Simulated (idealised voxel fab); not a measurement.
Presented below is a process module, voxel lift off.
The cross-section on display is named cut; it measures 280 nm wide, and its cells are 5 nm squares.
Cross-section, as written here: a square-cell grid given band by band from the top down, where a band holds one or more rows of cells.
Heights first: top, then bottom, in nm. Then materials, left to right, each with a width in nm. "full width" on a single material: fills the band edge to edge. "empty": empty space.
We count height from 0. Below that, the starting wafer is all one material. The lowest band never ends at the bottom but goes on down; see "top 0, no bottom" for how that is written.
Quick explanation for "30 to 40": the width changes in equal steps down the rows of cells, from the first number in the band's top row to the second number in its bottom row.
Step note "nothing different" = no cross-section cell changed.
Heads up: "Internal closed voids" only lists the empty pockets with no open path to the top that are 8 cells or more, and it writes them as width x height at distance, distance from the left edge, in nm.
What comes after the settings on a step's line is commentary from the simulator itself on that step.
The line of a step may include "overlay nm". On a step with a mask, this value is how far to the right of its planned place the mask lay. A negative value means the mask lay to the left.
List of planned process steps
step 1: RECEIVE [material Si]
step 2: CONFORMAL_DEP [material SiN] [thk nm 10]
step 3: PATTERN [tone open] [mask id LINES] [material resist] [width nm 15] [pitch nm 35] [thk nm 25] [overlay nm -15]
step 4: DIRECTIONAL_DEP [material Ru] [thk nm 10]
step 5: STRIP [etch materials resist]
step 6: CONFORMAL_DEP [material SiO2] [thk nm 5]
The plan shows the overlay nm of step 3 as the first wafer had it; this setting differs between the wafers, which start out alike.
The first of several wafers, as received after step 1, seen in section
  top 0, no bottom | Si full width
  Internal closed voids: none
So in this table every wafer gets its own row, and what you see is where it stands at the end of the module: for each material, how many cells it picked up (+) or gave up (-) since we received it, and after that its closed voids
overlay nm -15; +24 Ru; +112 SiN; +72 SiO2; Internal closed voids: none
overlay nm -10; +24 Ru; +112 SiN; +72 SiO2; Internal closed voids: none
overlay nm -5; +24 Ru; +112 SiN; +72 SiO2; Internal closed voids: none
overlay nm 0; +24 Ru; +112 SiN; +72 SiO2; Internal closed voids: none
overlay nm 5; +24 Ru; +112 SiN; +72 SiO2; Internal closed voids: none
overlay nm 10; +24 Ru; +112 SiN; +72 SiO2; Internal closed voids: none
overlay nm 15; +24 Ru; +112 SiN; +72 SiO2; Internal closed voids: none
